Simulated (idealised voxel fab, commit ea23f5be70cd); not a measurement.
Presented below is a process module, voxel self aligned vias.
Square cells of 5 nm make up the cross-section cut, whose width is 215 nm.
Cross-section layout: square cells on a grid; listed as bands, top to bottom; a band spans one or more cell rows.
For a band, the entry starts with two heights in nm, that of the top and then that of the bottom, and carries on with the band's materials in order from left to right, each alongside its width in nm; the word "edge to edge" beside a single material means it fills the band edge to edge, and "air" means empty space.
Heights from 0 (as-received wafer is one material below). Bottom band endless downward, as "0 down".
You'd read "30 to 40" like this: the band's top row of cells is as wide as the first number, its bottom row is as wide as the second, and going down, every row changes width by the same amount as the row before did.
For the purposes of this document, the phrase "everything unchanged" attached to a step denotes that no cell within the cross-section was modified by that step.
Under "Closed void catalog" you'll find the enclosed gaps, the ones with no way out to the top, that are 8 cells or bigger; each reads width x height at distance, with distance counted from the left edge, everything in nm.
Heads up: the bit after the settings on a step's line is the simulator's remark on that step.
If you see "overlay nm" on a step's line and that step has a mask, it's telling you how far right of where it was planned the mask ended up; a negative number means it went left instead.

## Process steps (planned)
step 1: RECEIVE | material Si
step 2: CONFORMAL_DEP | material SiO2 | thk nm 10
step 3: CONFORMAL_DEP | material SiCN | thk nm 5
step 4: DIRECTIONAL_DEP | material lowk | thk nm 20
step 5: MASKED_ETCH | tone open | mask id LINES | width nm 30 | pitch nm 60 | etch materials lowk | depth nm 20 | overlay nm 0
step 6: CONFORMAL_DEP | material TiN | thk nm 5
step 7: FILL_DEP | material W | thk nm 5
step 8: CMP | height nm 35
step 9: SELECTIVE_ETCH | etch materials W Ru TiN | depth nm 10
step 10: FILL_DEP | material SiN | thk nm 10
step 11: CMP | height nm 35
step 12: DIRECTIONAL_DEP | material lowk | thk nm 20
step 13: PATTERN | tone open | mask id VIAS | material resist | width nm 40 | pitch nm 60 | thk nm 15 | overlay nm 0
step 14: DIRECTIONAL_ETCH | etch materials lowk | depth nm 20
step 15: DIRECTIONAL_ETCH | etch materials SiN | depth nm 10
step 16: STRIP | etch materials resist
step 17: CONFORMAL_DEP | material TiN | thk nm 5
step 18: FILL_DEP | material Cu | thk nm 10
step 19: CMP | height nm 55
step 20: CONFORMAL_DEP | material SiCN | thk nm 5
The plan's step 3 thk nm is the first wafer's value; the wafers differ in this setting and start identical.

## Here's the first of the wafers in cross-section, just as we got it, i.e. after step 1
	0 down: Si edge to edge
	Closed void catalog: none

## Heads up, this table goes wafer by wafer. A row tells you, at the end of the module, how many cells of each material that wafer has put on (+) or dropped (-) since it was received, and then its closed voids
thk nm 5; +78 Cu; +86 SiCN; +86 SiO2; +78 TiN; +12 W; +176 lowk; Closed void catalog: none
thk nm 10; +78 Cu; +129 SiCN; +86 SiO2; +72 TiN; +151 lowk; Closed void catalog: none
thk nm 15; +78 Cu; +172 SiCN; +86 SiO2; +54 TiN; +126 lowk; Closed void catalog: none
thk nm 20; +66 Cu; +215 SiCN; +86 SiO2; +48 TiN; +101 lowk; Closed void catalog: none
